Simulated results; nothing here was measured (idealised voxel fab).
process module | voxel transistor to metal
cross-section cut | 180 nm wide | cells 5 nm
A cross-section is a grid of square cells, given in bands from the top down. A band is one or more rows of cells.
Each band's line starts with the height of the band's top and of its bottom, in nm. Then come its materials from left to right, each with its width in nm. One material with "throughout" fills the band from edge to edge. "air" is empty space.
Height 0 is the level under which the wafer as received is all one material. The lowest band goes on downwards, as in "0 down".
A width such as "30 to 40" changes by the same amount from each row of cells to the next, from the band's top row to its bottom row.
"no change" after a step means that no cell of the cross-section changed.
closed voids: empty space of 8 cells or more with no open way to the top, each as width x height at its distance from the left edge, in nm
after a step's settings: what the simulator itself notes on the step
overlay nm, on a step with a mask: how far to the right of its planned place the mask lay; to the left if negative
plan
1 op RECEIVE | material Si
2 op CONFORMAL_DEP | material SiO2 | thk nm 5
3 op CONFORMAL_DEP | material SiN | thk nm 10
4 op MASKED_ETCH | tone cover | mask id ACTIVE | width nm 110 | etch materials SiN | depth nm 10 | overlay nm 0
5 op MASKED_ETCH | tone cover | mask id ACTIVE | width nm 110 | etch materials SiO2 | depth nm 5 | overlay nm 0
6 op MASKED_ETCH | tone cover | mask id ACTIVE | width nm 110 | etch materials Si | depth nm 30 | overlay nm 0
7 op OXIDIZE | depth nm 5
8 op FILL_DEP | material SiO2 | thk nm 5
9 op CMP | height nm 15
10 op SELECTIVE_ETCH | etch materials SiO2 | depth nm 10
11 op STRIP | etch materials SiN
12 op SELECTIVE_ETCH | etch materials SiO2 | depth nm 5
13 op OXIDIZE | depth nm 5
14 op DIRECTIONAL_DEP | material polySi | thk nm 20
15 op DIRECTIONAL_DEP | material SiCN | thk nm 10
16 op PATTERN | tone cover | mask id GATE | material resist | width nm 30 | thk nm 15 | overlay nm 0
17 op DIRECTIONAL_ETCH | etch materials SiCN | depth nm 20
18 op DIRECTIONAL_ETCH | etch materials polySi | depth nm 30
19 op STRIP | etch materials resist
20 op CONFORMAL_DEP | material SiN | thk nm 10
21 op DIRECTIONAL_ETCH | etch materials SiN | depth nm 10
22 op DIRECTIONAL_ETCH | etch materials SiO2 | depth nm 5
23 op EPI | material pSi | thk nm 5
24 op FILL_DEP | material SiO2 | thk nm 10
25 op CMP | height nm 20
26 op STRIP | etch materials polySi
27 op SELECTIVE_ETCH | etch materials SiO2 | depth nm 5
28 op CONFORMAL_DEP | material HfO2 | thk nm 5
29 op CONFORMAL_DEP | material TiN | thk nm 5
30 op FILL_DEP | material W | thk nm 10
31 op CMP | height nm 15
32 op DIRECTIONAL_DEP | material SiO2 | thk nm 10
33 op MASKED_ETCH | tone open | mask id CONTACT | width nm 20 | pitch nm 80 | etch materials SiO2 | depth nm 25 | overlay nm 0
34 op CONFORMAL_DEP | material TiN | thk nm 5
35 op FILL_DEP | material Ru | thk nm 5
36 op CMP | height nm 25
37 op CONFORMAL_DEP | material SiN | thk nm 5
38 op DIRECTIONAL_DEP | material lowk | thk nm 20
39 op DIRECTIONAL_DEP | material aC | thk nm 15
40 op PATTERN | tone open | mask id METAL_1 | material resist | width nm 20 | pitch nm 80 | thk nm 30 | overlay nm 0
41 op DIRECTIONAL_ETCH | etch materials aC | depth nm 15
42 op STRIP | etch materials resist
43 op DIRECTIONAL_ETCH | etch materials lowk | depth nm 20
44 op DIRECTIONAL_ETCH | etch materials SiN | depth nm 5
45 op STRIP | etch materials aC
46 op CONFORMAL_DEP | material TiN | thk nm 5
47 op FILL_DEP | material Cu | thk nm 5
48 op CMP | height nm 50
49 op CONFORMAL_DEP | material SiCN | thk nm 5
50 op DIRECTIONAL_DEP | material SiO2 | thk nm 30
51 op MASKED_ETCH | tone open | mask id METAL_2_HOLES | width nm 15 | pitch nm 80 | etch materials SiO2 | depth nm 30 | overlay nm 0
52 op MASKED_ETCH | tone open | mask id METAL_2 | width nm 20 | pitch nm 80 | etch materials SiO2 | depth nm 20 | overlay nm 0
53 op MASKED_ETCH | tone open | mask id METAL_2 | width nm 20 | pitch nm 80 | etch materials SiCN | depth nm 5 | overlay nm 0
54 op CONFORMAL_DEP | material TiN | thk nm 5
55 op FILL_DEP | material Ru | thk nm 10
56 op CMP | height nm 85
57 op CONFORMAL_DEP | material SiN | thk nm 5
as received, after step 1
  0 down: Si throughout
  closed voids: none
first wafer at the end, as planned
  90 to 85: SiN throughout
  85 to 70: SiO2 40 | TiN 5 | Ru 10 | TiN 5 | SiO2 60 | TiN 5 | Ru 10 | TiN 5 | SiO2 40
  70 to 65: SiO2 40 | TiN 5 | Ru 5 | TiN 10 | SiO2 60 | TiN 5 | Ru 5 | TiN 10 | SiO2 40
  65 to 55: SiO2 40 | TiN 5 | Ru 5 | TiN 5 | SiO2 65 | TiN 5 | Ru 5 | TiN 5 | SiO2 45
  55 to 50: SiCN 40 | TiN 15 | SiCN 65 | TiN 15 | SiCN 45
  50 to 30: lowk 40 | TiN 5 | Cu 10 | TiN 5 | lowk 60 | TiN 5 | Cu 10 | TiN 5 | lowk 40
  30 to 25: SiN 40 | TiN 20 | SiN 60 | TiN 20 | SiN 40
  25 to 15: SiO2 40 | TiN 5 | Ru 10 | TiN 5 | SiO2 60 | TiN 5 | Ru 10 | TiN 5 | SiO2 40
  15 to 5: SiO2 40 | TiN 5 | Ru 10 | TiN 5 | SiO2 5 | SiN 10 | HfO2 5 | TiN 5 | W 10 | TiN 5 | HfO2 5 | SiN 10 | SiO2 5 | TiN 5 | Ru 10 | TiN 5 | SiO2 40
  5 to 0: SiO2 40 | TiN 20 | SiO2 5 | SiN 10 | HfO2 5 | TiN 20 | HfO2 5 | SiN 10 | SiO2 5 | TiN 20 | SiO2 40
  0 to -5: SiO2 35 | pSi 30 | SiO2 5 | HfO2 40 | SiO2 5 | pSi 30 | SiO2 35
  -5 to -35: SiO2 40 | Si 100 | SiO2 40
  -35 down: Si throughout
  closed voids: none
second wafer at the end: like start, like plan, one mistake
  90 to 85: SiN throughout
  85 to 70: SiO2 40 | TiN 5 | Ru 10 | TiN 5 | SiO2 60 | TiN 5 | Ru 10 | TiN 5 | SiO2 40
  70 to 65: SiO2 40 | TiN 5 | Ru 5 | TiN 10 | SiO2 60 | TiN 5 | Ru 5 | TiN 10 | SiO2 40
  65 to 55: SiO2 40 | TiN 5 | Ru 5 | TiN 5 | SiO2 65 | TiN 5 | Ru 5 | TiN 5 | SiO2 45
  55 to 50: SiCN 40 | TiN 15 | SiCN 65 | TiN 15 | SiCN 45
  50 to 30: lowk 40 | TiN 5 | Cu 10 | TiN 5 | lowk 60 | TiN 5 | Cu 10 | TiN 5 | lowk 40
  30 to 25: SiN 40 | TiN 20 | SiN 60 | TiN 20 | SiN 40
  25 to 15: SiO2 40 | TiN 5 | Ru 10 | TiN 5 | SiO2 60 | TiN 5 | Ru 10 | TiN 5 | SiO2 40
  15 to 10: SiO2 40 | TiN 5 | Ru 10 | TiN 5 | SiO2 5 | SiN 10 | HfO2 5 | TiN 5 | W 10 | TiN 5 | HfO2 5 | SiN 10 | SiO2 5 | TiN 5 | Ru 10 | TiN 5 | SiO2 40
  10 to 5: SiO2 40 | TiN 20 | SiO2 5 | SiN 10 | HfO2 5 | TiN 20 | HfO2 5 | SiN 10 | SiO2 5 | TiN 20 | SiO2 40
  5 to 0: SiO2 30 | SiN 10 | pSi 25 | SiO2 5 | HfO2 40 | SiO2 5 | pSi 25 | SiN 10 | SiO2 30
  0 to -5: SiO2 45 | Si 90 | SiO2 45
  -5 to -30: SiO2 40 | Si 100 | SiO2 40
  -30 down: Si throughout
  closed voids: none
what went wrong: step 2 ran as: op CONFORMAL_DEP | material polySi | thk nm 5
at the end the second wafer has, in cells: 2 fewer of HfO2 | 4 fewer of Ru | 34 more of Si | 18 fewer of SiO2 | 6 fewer of TiN | 2 fewer of W | 2 fewer of pSi
